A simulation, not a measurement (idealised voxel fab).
Proc. module: voxel gate over fins
This is section cut - it's 235 nm across, gridded in 5 nm square cells.
Reading order for cross-sections: top band down to bottom band. Underlying form: a grid of square cells. Band size: one or more rows of cells.
Band: top and bottom heights (nm) first, top before bottom; then materials from left to right, widths in nm. "edge to edge" marks a sole material filling the band edge to edge. "blank" denotes empty space.
Heads up on the height convention: 0 is the point under which the incoming wafer is all one material, and the lowest band has no bottom, it just keeps going down, like "0 -> down".
It should be noted that a width expressed as "30 to 40" varies in equal increments from row to row of cells within the band, taking the value of the first number at the top row and that of the second number at the bottom row.
A step reported as "identical to before" is a step in which no cell of the cross-section changed.
"Closed void entries": empty spaces of 8 cells or more with no open way to the top, each given as width x height at distance, distance from the left edge, all in nm.
It should be noted that, on the line of a given step, the content following the step's settings is a remark produced by the simulator itself with respect to that step.
The line of a step may include "overlay nm". On a step with a mask, this value is how far to the right of its planned place the mask lay. A negative value means the mask lay to the left.
[So here's the lineup of process steps we planned]
1 RECEIVE, material Si
2 CONFORMAL_DEP, material SiN, thk nm 10
3 MASKED_ETCH, tone cover, mask id FINS, width nm 15, pitch nm 50, etch materials SiN, depth nm 10, overlay nm 0
4 MASKED_ETCH, tone cover, mask id FINS, width nm 15, pitch nm 50, etch materials Si, depth nm 30, overlay nm 0
5 OXIDIZE, depth nm 5
6 FILL_DEP, material SiO2, thk nm 10
7 CMP, height nm 10
8 PATTERN, tone open, mask id RAIL, material resist, width nm 15, thk nm 15, overlay nm 0
9 DIRECTIONAL_ETCH, etch materials SiO2, depth nm 35
10 STRIP, etch materials resist
11 CONFORMAL_DEP, material TiN, thk nm 5
12 FILL_DEP, material W, thk nm 5
13 CMP, height nm 10
14 SELECTIVE_ETCH, etch materials W Ru TiN, depth nm 30
15 FILL_DEP, material SiO2, thk nm 5
16 CMP, height nm 10
17 SELECTIVE_ETCH, etch materials SiO2, depth nm 20
18 STRIP, etch materials SiN
19 CONFORMAL_DEP, material HfO2, thk nm 5
20 CONFORMAL_DEP, material TiN, thk nm 5
21 CONFORMAL_DEP, material TiAl, thk nm 5
22 CONFORMAL_DEP, material TiN, thk nm 5
23 FILL_DEP, material W, thk nm 10
24 CMP, height nm 25
25 CONFORMAL_DEP, material SiN, thk nm 5
[Here's what the wafer looked like in cross-section when it arrived - that's after step 1]
	0 -> down = Si edge to edge
	Closed void entries: none
[Wafer at module end, in section. Began as above, planned as above, run with one mistake]
	30 -> 25 = SiN edge to edge
	25 -> 20 = W edge to edge
	20 -> 15 = W (20)  TiN (45)  W (5)  TiN (45)  W (5)  TiN (45)  W (5)  TiN (45)  W (20)
	15 -> 10 = W (20)  TiN (5)  TiAl (35)  TiN (15)  TiAl (35)  TiN (15)  TiAl (35)  TiN (15)  TiAl (35)  TiN (15)  W (10)
	10 -> 5 = TiN (25)  TiAl (5)  TiN (25)  TiAl (15)  TiN (5)  TiAl (5)  TiN (25)  TiAl (15)  TiN (5)  TiAl (5)  TiN (25)  TiAl (15)  TiN (5)  TiAl (5)  TiN (25)  TiAl (15)  TiN (15)
	5 -> 0 = TiAl (30)  TiN (5)  HfO2 (15)  TiN (15)  TiAl (15)  TiN (5)  HfO2 (15)  TiN (15)  TiAl (15)  TiN (5)  HfO2 (15)  TiN (15)  TiAl (15)  TiN (5)  HfO2 (15)  TiN (15)  TiAl (20)
	0 -> -5 = TiN (35)  HfO2 (5)  Si (5)  HfO2 (15)  TiN (25)  HfO2 (5)  Si (5)  HfO2 (15)  TiN (25)  HfO2 (5)  Si (5)  HfO2 (15)  TiN (25)  HfO2 (5)  Si (5)  HfO2 (15)  TiN (25)
	-5 -> -10 = HfO2 (40)  Si (15)  HfO2 (35)  Si (15)  HfO2 (35)  Si (15)  HfO2 (35)  Si (15)  HfO2 (30)
	-10 -> -20 = SiO2 (40)  Si (15)  SiO2 (35)  Si (15)  SiO2 (35)  Si (15)  SiO2 (35)  Si (15)  SiO2 (30)
	-20 -> -25 = SiO2 (40)  Si (15)  SiO2 (5)  TiN (15)  SiO2 (15)  Si (15)  SiO2 (35)  Si (15)  SiO2 (35)  Si (15)  SiO2 (30)
	-25 -> -35 = SiO2 (40)  Si (15)  SiO2 (35)  Si (15)  SiO2 (35)  Si (15)  SiO2 (35)  Si (15)  SiO2 (30)
	-35 -> down = Si edge to edge
	Closed void entries: none
Deviation noted in wafer processing: step 4 was run on a setting that differed from the plan, and what really ran there is MASKED_ETCH, tone cover, mask id FINS, width nm 15, pitch nm 50, etch materials Si, depth nm 30, overlay nm 10
